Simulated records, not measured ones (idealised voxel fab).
The name of this process module is voxel gate over fins.
Square cell edge 5 nm, section width 280 nm, ID cut.
Each cross-section below is a grid of square cells, stated as bands in top-down order, with one or more rows of cells making up each band. Per band: top height and bottom height in nm, followed by the left-to-right materials and their widths in nm; "all across" marks a single material spanning edge to edge, "empty" marks empty space. The level at which height equals 0 is the one under which the wafer, as it arrives, is entirely one material. No lower edge exists for the bottom band, which continues downward and is notated as in "0 nm and below". Width "30..40": first value at the band's top row of cells, second value at its bottom row, equal change from row to row. Where a step carries "nothing altered", the cross-section came out of it unchanged, cell for cell. Under "Closed void catalog" you'll find the enclosed gaps, the ones with no way out to the top, that are 8 cells or bigger; each reads width x height at distance, with distance counted from the left edge, everything in nm. On each step's line, the part that comes after the settings is the simulator's own comment on the step. Each step line may optionally specify "overlay nm", which for a step with a mask gives the rightward distance between the mask's planned place and where it lay, a negative value indicating the leftward direction.
### The steps planned for the process are as follows
1: RECEIVE (material Si)
2: CONFORMAL_DEP (material SiN; thk nm 5)
3: DIRECTIONAL_DEP (material aC; thk nm 10)
4: PATTERN (tone cover; mask id FINS; material resist; width nm 15; pitch nm 45; thk nm 25; overlay nm 0)
5: DIRECTIONAL_ETCH (etch materials aC; depth nm 10)
6: STRIP (etch materials resist)
7: DIRECTIONAL_ETCH (etch materials SiN; depth nm 5)
8: DIRECTIONAL_ETCH (etch materials Si; depth nm 30)
9: STRIP (etch materials aC)
10: FILL_DEP (material SiO2; thk nm 10)
11: CMP (height nm 5)
12: SELECTIVE_ETCH (etch materials SiO2; depth nm 20)
13: STRIP (etch materials SiN)
14: CONFORMAL_DEP (material HfO2; thk nm 5)
15: CONFORMAL_DEP (material TiN; thk nm 5)
16: CONFORMAL_DEP (material TiAl; thk nm 5)
17: CONFORMAL_DEP (material TiN; thk nm 5)
18: FILL_DEP (material W; thk nm 10)
19: CMP (height nm 25)
20: CONFORMAL_DEP (material SiCN; thk nm 10)
### First of two wafers - as planned
### This is the cross-section of the wafer as we received it, i.e. after step 1
* 0 nm and below  Si all across
* Closed void catalog: none
### Wafer xsec, post step 2
* 5 nm to 0 nm  SiN all across
* Note: structure below 0 unchanged.
### Wafer xsec, post step 3
* 15 nm to 5 nm  aC all across
* Note: structure below 5 unchanged.
### Wafer xsec, post step 4
* 40 nm to 15 nm  65 empty  15 resist  30 empty  15 resist  30 empty  15 resist  30 empty  15 resist  65 empty
* Note: structure below 15 unchanged.
### Wafer xsec, post step 5
* 30 nm to 15 nm  65 empty  15 resist  30 empty  15 resist  30 empty  15 resist  30 empty  15 resist  65 empty
* 15 nm to 5 nm  65 empty  15 aC  30 empty  15 aC  30 empty  15 aC  30 empty  15 aC  65 empty
* Note: structure below 5 unchanged.
### Wafer xsec, post step 6
* 15 nm to 5 nm  65 empty  15 aC  30 empty  15 aC  30 empty  15 aC  30 empty  15 aC  65 empty
* Note: structure below 5 unchanged.
### Wafer xsec, post step 7
* 15 nm to 5 nm  65 empty  15 aC  30 empty  15 aC  30 empty  15 aC  30 empty  15 aC  65 empty
* 5 nm to 0 nm  65 empty  15 SiN  30 empty  15 SiN  30 empty  15 SiN  30 empty  15 SiN  65 empty
* Note: structure below 0 unchanged.
### Wafer xsec, post step 8
* 15 nm to 5 nm  65 empty  15 aC  30 empty  15 aC  30 empty  15 aC  30 empty  15 aC  65 empty
* 5 nm to 0 nm  65 empty  15 SiN  30 empty  15 SiN  30 empty  15 SiN  30 empty  15 SiN  65 empty
* 0 nm to -30 nm  65 empty  15 Si  30 empty  15 Si  30 empty  15 Si  30 empty  15 Si  65 empty
* Note: structure below -30 unchanged.
### Wafer xsec, post step 9
* 5 nm to 0 nm  65 empty  15 SiN  30 empty  15 SiN  30 empty  15 SiN  30 empty  15 SiN  65 empty
* Note: structure below 0 unchanged.
### Wafer xsec, post step 10
* 15 nm to 5 nm  SiO2 all across
* 5 nm to 0 nm  65 SiO2  15 SiN  30 SiO2  15 SiN  30 SiO2  15 SiN  30 SiO2  15 SiN  65 SiO2
* 0 nm to -30 nm  65 SiO2  15 Si  30 SiO2  15 Si  30 SiO2  15 Si  30 SiO2  15 Si  65 SiO2
* Note: structure below -30 unchanged.
### Wafer xsec, post step 11
* 5 nm to 0 nm  65 SiO2  15 SiN  30 SiO2  15 SiN  30 SiO2  15 SiN  30 SiO2  15 SiN  65 SiO2
* Note: structure below 0 unchanged.
### Wafer xsec, post step 12
* 5 nm to 0 nm  65 empty  15 SiN  30 empty  15 SiN  30 empty  15 SiN  30 empty  15 SiN  65 empty
* 0 nm to -15 nm  65 empty  15 Si  30 empty  15 Si  30 empty  15 Si  30 empty  15 Si  65 empty
* Note: structure below -15 unchanged.
### Wafer xsec, post step 13
* 0 nm to -15 nm  65 empty  15 Si  30 empty  15 Si  30 empty  15 Si  30 empty  15 Si  65 empty
* Note: structure below -15 unchanged.
### Wafer xsec, post step 14
* 5 nm to 0 nm  60 empty  25 HfO2  20 empty  25 HfO2  20 empty  25 HfO2  20 empty  25 HfO2  60 empty
* 0 nm to -10 nm  60 empty  5 HfO2  15 Si  5 HfO2  20 empty  5 HfO2  15 Si  5 HfO2  20 empty  5 HfO2  15 Si  5 HfO2  20 empty  5 HfO2  15 Si  5 HfO2  60 empty
* -10 nm to -15 nm  65 HfO2  15 Si  30 HfO2  15 Si  30 HfO2  15 Si  30 HfO2  15 Si  65 HfO2
* Note: structure below -15 unchanged.
### Wafer xsec, post step 15
* 10 nm to 5 nm  55 empty  35 TiN  10 empty  35 TiN  10 empty  35 TiN  10 empty  35 TiN  55 empty
* 5 nm to 0 nm  55 empty  5 TiN  25 HfO2  5 TiN  10 empty  5 TiN  25 HfO2  5 TiN  10 empty  5 TiN  25 HfO2  5 TiN  10 empty  5 TiN  25 HfO2  5 TiN  55 empty
* 0 nm to -5 nm  55 empty  5 TiN  5 HfO2  15 Si  5 HfO2  5 TiN  10 empty  5 TiN  5 HfO2  15 Si  5 HfO2  5 TiN  10 empty  5 TiN  5 HfO2  15 Si  5 HfO2  5 TiN  10 empty  5 TiN  5 HfO2  15 Si  5 HfO2  5 TiN  55 empty
* -5 nm to -10 nm  60 TiN  5 HfO2  15 Si  5 HfO2  20 TiN  5 HfO2  15 Si  5 HfO2  20 TiN  5 HfO2  15 Si  5 HfO2  20 TiN  5 HfO2  15 Si  5 HfO2  60 TiN
* Note: structure below -10 unchanged.
### Wafer xsec, post step 16
* 15 nm to 10 nm  50 empty  180 TiAl  50 empty
* 10 nm to 5 nm  50 empty  5 TiAl  35 TiN  10 TiAl  35 TiN  10 TiAl  35 TiN  10 TiAl  35 TiN  5 TiAl  50 empty
* 5 nm to 0 nm  50 empty  5 TiAl  5 TiN  25 HfO2  5 TiN  10 TiAl  5 TiN  25 HfO2  5 TiN  10 TiAl  5 TiN  25 HfO2  5 TiN  10 TiAl  5 TiN  25 HfO2  5 TiN  5 TiAl  50 empty
* 0 nm to -5 nm  55 TiAl  5 TiN  5 HfO2  15 Si  5 HfO2  5 TiN  10 TiAl  5 TiN  5 HfO2  15 Si  5 HfO2  5 TiN  10 TiAl  5 TiN  5 HfO2  15 Si  5 HfO2  5 TiN  10 TiAl  5 TiN  5 HfO2  15 Si  5 HfO2  5 TiN  55 TiAl
* Note: structure below -5 unchanged.
### Wafer xsec, post step 17
* 20 nm to 15 nm  45 empty  190 TiN  45 empty
* 15 nm to 10 nm  45 empty  5 TiN  180 TiAl  5 TiN  45 empty
* 10 nm to 5 nm  45 empty  5 TiN  5 TiAl  35 TiN  10 TiAl  35 TiN  10 TiAl  35 TiN  10 TiAl  35 TiN  5 TiAl  5 TiN  45 empty
* 5 nm to 0 nm  50 TiN  5 TiAl  5 TiN  25 HfO2  5 TiN  10 TiAl  5 TiN  25 HfO2  5 TiN  10 TiAl  5 TiN  25 HfO2  5 TiN  10 TiAl  5 TiN  25 HfO2  5 TiN  5 TiAl  50 TiN
* Note: structure below 0 unchanged.
### Wafer xsec, post step 18
* 30 nm to 20 nm  W all across
* 20 nm to 15 nm  45 W  190 TiN  45 W
* 15 nm to 10 nm  45 W  5 TiN  180 TiAl  5 TiN  45 W
* 10 nm to 5 nm  45 W  5 TiN  5 TiAl  35 TiN  10 TiAl  35 TiN  10 TiAl  35 TiN  10 TiAl  35 TiN  5 TiAl  5 TiN  45 W
* Note: structure below 5 unchanged.
### Wafer xsec, post step 19
* 25 nm to 20 nm  W all across
* Note: structure below 20 unchanged.
### Wafer xsec, post step 20
* 35 nm to 25 nm  SiCN all across
* Note: structure below 25 unchanged.
### The second wafer began exactly as the first did and followed the same plan, but one mistake was made while running it; through step 15 inclusive, the two wafers are identical
### What the second wafer looks like in cross-section when step 16 should have wrapped up
* 15 nm to 5 nm  50 empty  180 TiN  50 empty
* 5 nm to 0 nm  50 empty  10 TiN  25 HfO2  20 TiN  25 HfO2  20 TiN  25 HfO2  20 TiN  25 HfO2  10 TiN  50 empty
* 0 nm to -10 nm  60 TiN  5 HfO2  15 Si  5 HfO2  20 TiN  5 HfO2  15 Si  5 HfO2  20 TiN  5 HfO2  15 Si  5 HfO2  20 TiN  5 HfO2  15 Si  5 HfO2  60 TiN
* Note: structure below -10 unchanged.
### What the second wafer looks like in cross-section when step 17 should have wrapped up
* 20 nm to 15 nm  45 empty  190 TiAl  45 empty
* 15 nm to 5 nm  45 empty  5 TiAl  180 TiN  5 TiAl  45 empty
* 5 nm to 0 nm  50 TiAl  10 TiN  25 HfO2  20 TiN  25 HfO2  20 TiN  25 HfO2  20 TiN  25 HfO2  10 TiN  50 TiAl
* Note: structure below 0 unchanged.
### What the second wafer looks like in cross-section when step 18 should have wrapped up
* 30 nm to 20 nm  W all across
* 20 nm to 15 nm  45 W  190 TiAl  45 W
* 15 nm to 5 nm  45 W  5 TiAl  180 TiN  5 TiAl  45 W
* Note: structure below 5 unchanged.
### What the second wafer looks like in cross-section when step 19 should have wrapped up
* 25 nm to 20 nm  W all across
* Note: structure below 20 unchanged.
### What the second wafer looks like in cross-section when step 20 should have wrapped up
* 35 nm to 25 nm  SiCN all across
* Note: structure below 25 unchanged.
Finding, execution versus plan: steps 16 and 17 swapped
Counted in cells at the end, the second wafer holds more or fewer of these materials than the first: 18 fewer of TiAl, 18 more of TiN
